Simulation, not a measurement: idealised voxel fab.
This section sets out a process module, namely voxel capacitor over wiring.
This is section cut - it's 165 nm across, gridded in 5 nm square cells.
If you're reading a cross-section in this doc, picture square cells in a grid; it comes to you as bands, top ones listed first down to the bottom, and a band can be one or more rows of cells. What a band's entry tells you: where the top is and where the bottom is, as heights in nm, and after that what lies inside, material by material from left to right, each with its width in nm. Empty space is written as the word "air", and a single material marked with the word "throughout" occupies the band from edge to edge. A quick word on heights: they are counted from 0, and under that level the wafer as it came to us is one material throughout. The lowest band is different from the rest in having no bottom; it simply continues downward, written as in "from 0 down". Read "30->40" as a graded width: first number on top, second number at the bottom, same change between each pair of neighbouring rows. Take "nothing changed" at face value: in the step it is given for, the cross-section changed in none of its cells. Closed-off voids of 8+ cells (no open route to the top) go in "Closed void inventory", written width x height at distance from the left edge, in nm. Read whatever lies past the settings on a step's line as the simulator's own remark about the step. If you see "overlay nm" on a step's line and that step has a mask, it's telling you how far right of where it was planned the mask ended up; a negative number means it went left instead.

## Process steps - plan
1. RECEIVE,material Si
2. CONFORMAL_DEP,material SiO2,thk nm 15
3. CONFORMAL_DEP,material SiN,thk nm 5
4. DIRECTIONAL_DEP,material SiO2,thk nm 25
5. PATTERN,tone open,mask id METAL_1,material resist,width nm 20,pitch nm 75,thk nm 20,overlay nm 0
6. DIRECTIONAL_ETCH,etch materials SiO2,depth nm 25
7. DIRECTIONAL_ETCH,etch materials SiN,depth nm 5
8. STRIP,etch materials resist
9. CONFORMAL_DEP,material TiN,thk nm 5
10. FILL_DEP,material Ru,thk nm 5
11. CMP,height nm 45
12. EPI,material Ru,thk nm 5
13. FILL_DEP,material SiCN,thk nm 5
14. DIRECTIONAL_DEP,material SiO2,thk nm 20
15. MASKED_ETCH,tone open,mask id PLUG_1,width nm 15,etch materials SiO2,depth nm 20,overlay nm 0
16. MASKED_ETCH,tone open,mask id PLUG_1,width nm 15,etch materials SiCN,depth nm 5,overlay nm 0
17. EPI,material Ru,thk nm 10
18. EPI,material Ru,thk nm 10
19. EPI,material Ru,thk nm 5
20. DIRECTIONAL_DEP,material TiN,thk nm 5
21. DIRECTIONAL_DEP,material SiN,thk nm 5
22. DIRECTIONAL_DEP,material TiN,thk nm 5
23. DIRECTIONAL_DEP,material aC,thk nm 15
24. PATTERN,tone cover,mask id UPPER_PLATE,material resist,width nm 60,thk nm 30,overlay nm 0
25. DIRECTIONAL_ETCH,etch materials aC,depth nm 15
26. STRIP,etch materials resist
27. DIRECTIONAL_ETCH,etch materials TiN,depth nm 5
28. DIRECTIONAL_ETCH,etch materials SiN,depth nm 5
29. STRIP,etch materials aC
30. MASKED_ETCH,tone cover,mask id LOWER_PLATE,width nm 70,etch materials TiN,depth nm 5,overlay nm 0
31. FILL_DEP,material SiO2,thk nm 20
32. CMP,height nm 105
33. DIRECTIONAL_DEP,material aC,thk nm 15
34. PATTERN,tone open,mask id PLUG_2,material resist,width nm 15,thk nm 35,overlay nm 0
35. DIRECTIONAL_ETCH,etch materials aC,depth nm 15
36. STRIP,etch materials resist
37. DIRECTIONAL_ETCH,etch materials SiO2,depth nm 15
38. STRIP,etch materials aC
39. CONFORMAL_DEP,material TiN,thk nm 5
40. FILL_DEP,material Ru,thk nm 5
41. CMP,height nm 105
42. CONFORMAL_DEP,material SiN,thk nm 5

## Incoming wafer in cross-section (state: after step 1)
	from 0 down  Si throughout
	Closed void inventory: none

## Cross-section, end of module. Start: as above. Plan: as above. Execution: one mistake
	from 110 to 105  SiN throughout
	from 105 to 95  SiO2 50 nm, then TiN 5 nm, then Ru 5 nm, then TiN 5 nm, then SiO2 100 nm
	from 95 to 85  SiO2 50->35 nm, then TiN 15->60 nm, then SiO2 100->70 nm
	from 85 to 80  SiO2 35 nm, then SiN 60 nm, then SiO2 70 nm
	from 80 to 75  SiO2 35 nm, then TiN 70 nm, then SiO2 60 nm
	from 75 to 55  SiO2 40 nm, then Ru 15 nm, then SiO2 110 nm
	from 55 to 50  SiCN 40 nm, then Ru 15 nm, then SiCN 110 nm
	from 50 to 45  SiCN 30 nm, then Ru 30 nm, then SiCN 45 nm, then Ru 30 nm, then SiCN 30 nm
	from 45 to 20  SiO2 35 nm, then TiN 5 nm, then Ru 10 nm, then TiN 5 nm, then SiO2 55 nm, then TiN 5 nm, then Ru 10 nm, then TiN 5 nm, then SiO2 35 nm
	from 20 to 15  SiN 35 nm, then TiN 20 nm, then SiN 55 nm, then TiN 20 nm, then SiN 35 nm
	from 15 to 0  SiO2 throughout
	from 0 down  Si throughout
	Closed void inventory: none
The mistake made against the process plan was this: step 24 ran as: PATTERN,tone cover,mask id UPPER_PLATE,material resist,width nm 60,thk nm 30,overlay nm -5
